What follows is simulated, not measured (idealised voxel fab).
The name of this process module is voxel released beams.
Shown is cross-section cut, with a width of 145 nm and square cells of size 5 nm.
In this document a cross-section is written as a grid of square cells. It is given as a series of bands, listed from the top down, and a band is one or more rows of cells. Band entry format. Leading values: height of top, height of bottom, nm. Remainder: materials in left-to-right order, each with its width in nm. Special words: "everywhere" on a single material, which then fills the band edge to edge; "blank", empty space. Height 0 is the level under which the wafer as received is all one material. The lowest band goes on downwards, as in "0 and below". You'd read "30->40" like this: the band's top row of cells is as wide as the first number, its bottom row is as wide as the second, and going down, every row changes width by the same amount as the row before did. What does "identical to before" mean for a step? It means no cell of the cross-section changed in that step. Closed-off voids of 8+ cells (no open route to the top) go in "Voids, enclosed", written width x height at distance from the left edge, in nm. If you see something after the settings on a step's line, that's the simulator's own remark about that step. "overlay nm" answers the question of how far to the right of plan the mask lay on a step that has a mask, and when it is negative the answer is to the left.
### Here's what the planned process steps look like
1,RECEIVE [material Si]
2,CONFORMAL_DEP [material Al2O3] [thk nm 10]
3,DIRECTIONAL_DEP [material SiO2] [thk nm 20]
4,DIRECTIONAL_DEP [material aC] [thk nm 15]
5,PATTERN [tone open] [mask id ANCHOR] [material resist] [width nm 25] [thk nm 30] [overlay nm 0]
6,DIRECTIONAL_ETCH [etch materials aC] [depth nm 15]
7,STRIP [etch materials resist]
8,DIRECTIONAL_ETCH [etch materials SiO2] [depth nm 20]
9,STRIP [etch materials aC]
10,CONFORMAL_DEP [material SiN] [thk nm 10]
11,PATTERN [tone cover] [mask id BEAM] [material resist] [width nm 80] [thk nm 15] [overlay nm 0]
12,DIRECTIONAL_ETCH [etch materials SiN] [depth nm 10]
13,STRIP [etch materials resist]
14,STRIP [etch materials SiO2]
### Received-state cross-section, reflecting completion of step 1
	0 and below: Si everywhere
	Voids, enclosed: none
### Cross-section taken at module completion on the first of two wafers; processed per the plan
	40 down to 30: 30 blank; 15 SiN; 5 blank; 60 SiN; 35 blank
	30 down to 20: 35 blank; 10 SiN; 5 blank; 10 SiN; 85 blank
	20 down to 10: 35 blank; 25 SiN; 85 blank
	10 down to 0: Al2O3 everywhere
	0 and below: Si everywhere
	Voids, enclosed: none
### Wafer two, end of module, cross-section. Same start, same plan as wafer one. One mistake in the run
	0 and below: Si everywhere
	Voids, enclosed: none
The mistake made against the process plan was this: step 2 ran as: CONFORMAL_DEP [material SiO2] [thk nm 10]
Counted in cells at the end, the second wafer holds more or fewer of these materials than the first: Al2O3: 58 fewer; SiN: 48 fewer
